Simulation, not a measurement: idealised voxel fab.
This section sets out a process module, namely voxel released beams.
The cross-section shown here is cut; it is 285 nm wide and divided into square cells measuring 5 nm on a side.
Bands, listed from the top down, are how a cross-section gets written in this document; the cross-section itself is a grid of square cells, and a band is one or more rows of them. Heights first: top, then bottom, in nm. Then materials, left to right, each with a width in nm. "full width" on a single material: fills the band edge to edge. "empty": empty space. Where do heights start? At 0: under that level the wafer as delivered is made of one material only. And the lowest band has no floor; it just carries on downward, as in "0..down". You'd read "30 to 40" like this: the band's top row of cells is as wide as the first number, its bottom row is as wide as the second, and going down, every row changes width by the same amount as the row before did. Where the words "nothing was modified" appear for a step, the cross-section shows no cell changed by that step; every cell remained as before. You'll see "Internal closed voids" listing empty spaces that have no way open to the top, as long as they're 8 cells or more; the notation is width x height at distance, where the distance is from the left edge, and all of it is in nm. Text after the settings on a step's line: the simulator's own remark on that step. overlay nm: right-of-plan distance of the mask on a masked step; negative values mean left-of-plan.

## Here's what the planned process steps look like
- 1: RECEIVE: material Si
- 2: CONFORMAL_DEP: material SiN, thk nm 5
- 3: DIRECTIONAL_DEP: material SiO2, thk nm 20
- 4: PATTERN: tone open, mask id ANCHOR, material resist, width nm 30, thk nm 15, overlay nm 0
- 5: DIRECTIONAL_ETCH: etch materials SiO2, depth nm 20
- 6: STRIP: etch materials resist
- 7: CONFORMAL_DEP: material TiN, thk nm 10
- 8: DIRECTIONAL_DEP: material aC, thk nm 10
- 9: PATTERN: tone cover, mask id BEAM, material resist, width nm 110, thk nm 25, overlay nm -15
- 10: DIRECTIONAL_ETCH: etch materials aC, depth nm 10
- 11: STRIP: etch materials resist
- 12: DIRECTIONAL_ETCH: etch materials TiN, depth nm 10
- 13: STRIP: etch materials aC
- 14: STRIP: etch materials SiO2
What sets these wafers apart? The overlay nm at step 9. They all start alike, and the plan carries the first wafer's value.

## Cross-sectional view of the first of several wafers in the as-received condition, corresponding to the state following step 1
	0..down  Si full width
	Internal closed voids: none

## Cross-section after step 14, the final step of the module, for the first of several wafers
	35..25  empty (70), then TiN (30), then empty (10), then TiN (70), then empty (105)
	25..15  empty (90), then TiN (10), then empty (10), then TiN (10), then empty (165)
	15..5  empty (90), then TiN (30), then empty (165)
	5..0  SiN full width
	0..down  Si full width
	Internal closed voids: none

## last wafer at the end
	35..25  empty (110), then TiN (100), then empty (75)
	25..15  empty (90), then TiN (10), then empty (10), then TiN (10), then empty (165)
	15..5  empty (90), then TiN (30), then empty (165)
	5..0  SiN full width
	0..down  Si full width
	Internal closed voids: none

## Note: the following table is arranged by wafer, a row apiece. Each row reports the end-of-module state: per material, cells gained (+) or cells lost (-) compared with the wafer as received; closed voids follow
overlay nm -15; +57 SiN; +60 TiN; Internal closed voids: none
overlay nm -10; +57 SiN; +60 TiN; Internal closed voids: none
overlay nm -5; +57 SiN; +60 TiN; Internal closed voids: none
overlay nm 0; +57 SiN; +60 TiN; Internal closed voids: none
overlay nm 5; +57 SiN; +60 TiN; Internal closed voids: none
overlay nm 10; +57 SiN; +60 TiN; Internal closed voids: none
overlay nm 15; +57 SiN; +60 TiN; Internal closed voids: none
